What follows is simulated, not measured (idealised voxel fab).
Process module heading - voxel self aligned contacts
For reference, the cross-section in this document is cut, with width 245 nm and square cells of 5 nm.
Format of a cross-section: grid, square cells. Given as bands. Order: top down. Band: one or more rows of cells.
What a band's entry tells you: where the top is and where the bottom is, as heights in nm, and after that what lies inside, material by material from left to right, each with its width in nm. Empty space is written as the word "air", and a single material marked with the word "all across" occupies the band from edge to edge.
The reference from which all heights are counted is 0, the level beneath which the as-received wafer is entirely one material; the lowest band, having no lower bound, proceeds downward and is written after the example "top 0, no bottom".
The two numbers in a width such as "30 to 40" mark its ends across the band: the first belongs to the top row of cells, the second to the bottom row, and from each row to the next the width moves by the same amount.
Take "changes: none" at face value: in the step it is given for, the cross-section changed in none of its cells.
Listed in "Trapped cavities": every empty space of 8 or more cells without an open way to the top. Form: width x height at distance, the distance being from the left edge, all in nm.
That trailing text on a step's line, after the settings, is the simulator's own remark on the step.
"overlay nm" denotes, for a step that has a mask, the displacement of the mask to the right of its planned place, with negative values corresponding to the left.
-- Process steps (planned)
1: op RECEIVE | material Si
2: op OXIDIZE | depth nm 5
3: op DIRECTIONAL_DEP | material polySi | thk nm 30
4: op DIRECTIONAL_DEP | material SiN | thk nm 15
5: op MASKED_ETCH | tone cover | mask id GATE | width nm 35 | pitch nm 70 | etch materials SiN | depth nm 15 | overlay nm 0
6: op MASKED_ETCH | tone cover | mask id GATE | width nm 35 | pitch nm 70 | etch materials polySi | depth nm 30 | overlay nm 0
7: op CONFORMAL_DEP | material SiN | thk nm 5
8: op DIRECTIONAL_ETCH | etch materials SiN | depth nm 5
9: op FILL_DEP | material SiO2 | thk nm 15
10: op CMP | height nm 50
11: op DIRECTIONAL_DEP | material aC | thk nm 15
12: op PATTERN | tone open | mask id CONTACT | material resist | width nm 55 | pitch nm 70 | thk nm 35 | overlay nm 0
13: op DIRECTIONAL_ETCH | etch materials aC | depth nm 15
14: op STRIP | etch materials resist
15: op DIRECTIONAL_ETCH | etch materials SiO2 | depth nm 55
16: op STRIP | etch materials aC
17: op CONFORMAL_DEP | material TiN | thk nm 5
18: op FILL_DEP | material Ru | thk nm 10
19: op CMP | height nm 50
20: op CONFORMAL_DEP | material SiCN | thk nm 5
-- Incoming wafer, cross-sectional view, post step 1
  top 0, no bottom | Si all across
  Trapped cavities: none
-- Looking at the first of two wafers in cross-section at end of module - ran to plan
  top 55, bottom 50 | SiCN all across
  top 50, bottom 45 | SiO2 60  TiN 20  Ru 15  TiN 20  SiO2 15  TiN 20  Ru 15  TiN 20  SiO2 60
  top 45, bottom 30 | SiO2 30  SiN 45  TiN 5  Ru 15  TiN 5  SiN 45  TiN 5  Ru 15  TiN 5  SiN 45  SiO2 30
  top 30, bottom 0 | SiO2 30  SiN 5  polySi 35  SiN 5  TiN 5  Ru 15  TiN 5  SiN 5  polySi 35  SiN 5  TiN 5  Ru 15  TiN 5  SiN 5  polySi 35  SiN 5  SiO2 30
  top 0, bottom -5 | SiO2 75  TiN 25  SiO2 45  TiN 25  SiO2 75
  top -5, no bottom | Si all across
  Trapped cavities: none
-- Cross-section at end of module for the second wafer of two, which matched the first in starting point and plan and differed by one mistake in its processing
  top 55, bottom 50 | SiCN all across
  top 50, bottom 35 | SiO2 30  SiN 5  polySi 35  SiN 5  TiN 5  Ru 15  TiN 5  SiN 5  polySi 35  SiN 5  TiN 5  Ru 15  TiN 5  SiN 5  polySi 35  SiN 5  SiO2 30
  top 35, bottom 30 | SiO2 30  SiN 5  polySi 35  SiN 5  TiN 25  SiN 5  polySi 35  SiN 5  TiN 25  SiN 5  polySi 35  SiN 5  SiO2 30
  top 30, bottom 0 | polySi all across
  top 0, bottom -5 | SiO2 all across
  top -5, no bottom | Si all across
  Trapped cavities: none
Error vs. plan: step 3 of the plan saw execution twice
End of process, cell counts, second wafer against first, materials with more or fewer: -42 Ru, -93 SiN, -77 SiO2, -40 TiN, +252 polySi
